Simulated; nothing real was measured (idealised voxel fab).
process module | voxel self aligned contacts
cross-section cut | 235 nm wide | cells 5 nm
A cross-section is a grid of square cells, given in bands from the top down. A band is one or more rows of cells.
Each band's line starts with the height of the band's top and of its bottom, in nm. Then come its materials from left to right, each with its width in nm. One material with "throughout" fills the band from edge to edge. "air" is empty space.
Height 0 is the level under which the wafer as received is all one material. The lowest band goes on downwards, as in "0 down".
A width such as "30 to 40" changes by the same amount from each row of cells to the next, from the band's top row to its bottom row.
"no change" after a step means that no cell of the cross-section changed.
closed voids: empty space of 8 cells or more with no open way to the top, each as width x height at its distance from the left edge, in nm
after a step's settings: what the simulator itself notes on the step
overlay nm, on a step with a mask: how far to the right of its planned place the mask lay; to the left if negative
plan
1 op RECEIVE | material Si
2 op CONFORMAL_DEP | material SiO2 | thk nm 5
3 op DIRECTIONAL_DEP | material polySi | thk nm 25
4 op DIRECTIONAL_DEP | material SiN | thk nm 20
5 op DIRECTIONAL_DEP | material aC | thk nm 15
6 op PATTERN | tone cover | mask id GATE | material resist | width nm 25 | pitch nm 60 | thk nm 30 | overlay nm 0
7 op DIRECTIONAL_ETCH | etch materials aC | depth nm 15
8 op STRIP | etch materials resist
9 op DIRECTIONAL_ETCH | etch materials SiN | depth nm 20
10 op DIRECTIONAL_ETCH | etch materials polySi | depth nm 30
11 op STRIP | etch materials aC
12 op CONFORMAL_DEP | material SiN | thk nm 10
13 op DIRECTIONAL_ETCH | etch materials SiN | depth nm 10
14 op FILL_DEP | material SiO2 | thk nm 15
15 op CMP | height nm 65
16 op MASKED_ETCH | tone open | mask id CONTACT | width nm 45 | pitch nm 60 | etch materials SiO2 | depth nm 65 | overlay nm 0
17 op CONFORMAL_DEP | material TiN | thk nm 5
18 op FILL_DEP | material W | thk nm 5
19 op CMP | height nm 65
20 op CONFORMAL_DEP | material SiN | thk nm 5
varied across the wafers: thk nm of step 3. The plan shows the first wafer's value. All wafers start alike
first wafer as received, after step 1
  0 down: Si throughout
  closed voids: none
each wafer at the end: cells of each material gained (+) or lost (-) since it was received, then its closed voids
thk nm 25 | +215 SiN | +254 SiO2 | +66 TiN | +48 W | +75 polySi | closed voids: none
thk nm 30 | +227 SiN | +239 SiO2 | +66 TiN | +36 W | +90 polySi | closed voids: none
thk nm 35 | +227 SiN | +216 SiO2 | +58 TiN | +20 W | +137 polySi | closed voids: none
thk nm 40 | +227 SiN | +187 SiO2 | +42 TiN | +18 W | +184 polySi | closed voids: none
thk nm 45 | +200 SiN | +173 SiO2 | +38 TiN | +16 W | +231 polySi | closed voids: none
